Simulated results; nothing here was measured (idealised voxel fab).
Documented hereafter: the process module known as voxel double patterning.
For reference, the cross-section in this document is cut, with width 240 nm and square cells of 5 nm.
The cross-sections in this document take the form of a grid made of square cells. They are written out as bands, in order from top to bottom. Each band consists of one or more rows of cells.
The band entry comprises the height of the band's top followed by the height of its bottom, expressed in nm, and subsequently the band's materials from left to right, each stated together with its width in nm. Where a single material is marked with the word "throughout", that material fills the band from edge to edge. The word "empty" represents empty space.
Note: height 0 marks the level under which the wafer is uniformly one material as received. Lowest band unbounded below, written "0 nm and below".
It should be noted that a width expressed as "30..40" varies in equal increments from row to row of cells within the band, taking the value of the first number at the top row and that of the second number at the bottom row.
Any step labelled "all unchanged" changed none of the cells in the cross-section.
Closed void register: empty space of 8 cells or more with no open way to the top, each as width x height at its distance from the left edge, in nm
Note: text after step settings on the step line = simulator remark on that step.
overlay nm: mask right of planned place by this much (step with mask). Neg. = left.

THE PROCESS STEPS THAT WERE PLANNED ARE LISTED BELOW
1. RECEIVE,material Si
2. CONFORMAL_DEP,material SiO2,thk nm 5
3. DIRECTIONAL_DEP,material polySi,thk nm 15
4. DIRECTIONAL_DEP,material SiCN,thk nm 5
5. MASKED_ETCH,tone open,mask id FIRST,width nm 15,pitch nm 50,etch materials SiCN,depth nm 5,overlay nm 0
6. DIRECTIONAL_DEP,material aC,thk nm 10
7. PATTERN,tone open,mask id SECOND,material resist,width nm 15,pitch nm 50,thk nm 25,overlay nm 0
8. DIRECTIONAL_ETCH,etch materials aC,depth nm 10
9. STRIP,etch materials resist
10. DIRECTIONAL_ETCH,etch materials SiCN,depth nm 5
11. STRIP,etch materials aC
12. DIRECTIONAL_ETCH,etch materials polySi,depth nm 5
13. STRIP,etch materials SiCN
The wafers are alike at the start. At step 12, their depth nm differs. The plan lists the first wafer's value.

FIRST WAFER OF SEVERAL, AS RECEIVED: CROSS-SECTION AFTER STEP 1
0 nm and below | Si throughout
Closed void register: none

HERE'S THE FIRST OF SEVERAL WAFERS IN CROSS-SECTION, END OF THE MODULE, AFTER THE LAST STEP, STEP 13
20 nm to 15 nm | polySi=60 | empty=15 | polySi=10 | empty=15 | polySi=10 | empty=15 | polySi=10 | empty=15 | polySi=10 | empty=15 | polySi=65
15 nm to 5 nm | polySi throughout
5 nm to 0 nm | SiO2 throughout
0 nm and below | Si throughout
Closed void register: none

CROSS-SECTIONAL VIEW OF THE FINAL WAFER OF SEVERAL AT THE MODULE'S END
20 nm to 5 nm | polySi=60 | empty=15 | polySi=10 | empty=15 | polySi=10 | empty=15 | polySi=10 | empty=15 | polySi=10 | empty=15 | polySi=65
5 nm to 0 nm | SiO2 throughout
0 nm and below | Si throughout
Closed void register: none

EACH WAFER AT THE END: CELLS OF EACH MATERIAL GAINED (+) OR LOST (-) SINCE IT WAS RECEIVED, THEN ITS CLOSED VOIDS
depth nm 5; +48 SiO2; +129 polySi; Closed void register: none
depth nm 10; +48 SiO2; +114 polySi; Closed void register: none
depth nm 15; +48 SiO2; +99 polySi; Closed void register: none
depth nm 20; +48 SiO2; +99 polySi; Closed void register: none
depth nm 25; +48 SiO2; +99 polySi; Closed void register: none
depth nm 30; +48 SiO2; +99 polySi; Closed void register: none
